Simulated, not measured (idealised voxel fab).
The process module that follows is named voxel released beams.
cross-section cut | 250 nm wide | cells 5 nm
How to read a cross-section here: the picture is a grid of square cells, written as bands going from the top down, and any band can span one or more rows of cells.
Each band's line starts with the height of the band's top and of its bottom, in nm. Then come its materials from left to right, each with its width in nm. One material with "throughout" fills the band from edge to edge. "empty" is empty space.
Height is counted from the level 0, under which the received wafer is composed throughout of one material. The lowest of the bands is not closed at the bottom but continues downward, in the notation "0 nm and below".
You'd read "30->40" like this: the band's top row of cells is as wide as the first number, its bottom row is as wide as the second, and going down, every row changes width by the same amount as the row before did.
"nothing altered" means the step left every cell of the cross-section as it was.
The label "Enclosed voids" introduces a list of the empty spaces, 8 cells or larger, that have no open way up to the top; each entry in it reads width x height at distance, where the distance is taken from the left edge and all three are stated in nm.
On each step's line, the part that comes after the settings is the simulator's own comment on the step.
overlay nm: how far to the right of its planned place the mask lay on this masked step (negative: to the left).

[Intended process steps]
- 1: RECEIVE | material Si
- 2: CONFORMAL_DEP | material SiN | thk nm 5
- 3: DIRECTIONAL_DEP | material SiO2 | thk nm 20
- 4: PATTERN | tone open | mask id ANCHOR | material resist | width nm 45 | thk nm 15 | overlay nm 0
- 5: DIRECTIONAL_ETCH | etch materials SiO2 | depth nm 20
- 6: STRIP | etch materials resist
- 7: CONFORMAL_DEP | material TiN | thk nm 15
- 8: MASKED_ETCH | tone cover | mask id BEAM | width nm 130 | etch materials TiN | depth nm 15 | overlay nm 0
- 9: STRIP | etch materials SiO2

[Cross-section: wafer on arrival = after step 1]
    0 nm and below: Si throughout
    Enclosed voids: none

[One mistake in running the module, otherwise start and plan as above: cross-section at the end]
    40 nm to 25 nm: empty 55 nm; TiN 130 nm; empty 65 nm
    25 nm to 20 nm: SiN throughout
    20 nm to 0 nm: SiO2 throughout
    0 nm and below: Si throughout
    Enclosed voids: none
Nonconformance to the process plan: so 2 and 3 got swapped relative to the plan, each ran where the other was supposed to
